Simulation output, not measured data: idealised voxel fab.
Presented below is a process module, voxel plated lines.
Shown is cross-section cut, with a width of 245 nm and square cells of size 5 nm.
Format of a cross-section: grid, square cells. Given as bands. Order: top down. Band: one or more rows of cells.
Top, bottom (nm), then materials left to right with widths (nm); lone material tagged "edge to edge" fills the whole band edge to edge; "blank" = empty space.
Heights from 0 (as-received wafer is one material below). Bottom band endless downward, as "top 0, no bottom".
The notation "30..40" denotes a width that varies across the rows of cells in the band, beginning at the first number in the top row, finishing at the second number in the bottom row, and changing by an identical amount from each row to the next.
Step note "nothing was modified" = no cross-section cell changed.
Heads up: "Closed void inventory" only lists the empty pockets with no open path to the top that are 8 cells or more, and it writes them as width x height at distance, distance from the left edge, in nm.
Anything after a step's settings on that line? It's the simulator's own note about the step.
"overlay nm", when on a step's line for a step with a mask, measures how far to the right of its planned place the mask lay; a negative measure means to the left.
### Process steps foreseen in the plan
1. RECEIVE, material Si
2. CONFORMAL_DEP, material SiO2, thk nm 10
3. DIRECTIONAL_DEP, material TiN, thk nm 5
4. PATTERN, tone open, mask id LINES, material resist, width nm 15, pitch nm 35, thk nm 25, overlay nm 0
5. EPI, material Ru, thk nm 5
6. EPI, material Ru, thk nm 10
7. STRIP, etch materials resist
8. DIRECTIONAL_ETCH, etch materials TiN, depth nm 5
9. CONFORMAL_DEP, material SiCN, thk nm 5
### Delivered wafer in cross-section: state after step 1
> top 0, no bottom | Si edge to edge
> Closed void inventory: none
### End-of-module cross-section. Starting structure and process plan as above; one mistake made in running it
> top 35, bottom 30 | blank (80), then SiCN (80), then blank (85)
> top 30, bottom 25 | SiCN (85), then Ru (70), then SiCN (90)
> top 25, bottom 15 | Ru edge to edge
> top 15, bottom 10 | TiN edge to edge
> top 10, bottom 0 | SiO2 edge to edge
> top 0, no bottom | Si edge to edge
> Closed void inventory: none
The plan and the run diverged here: steps 6 and 7 run out of order (swapped)
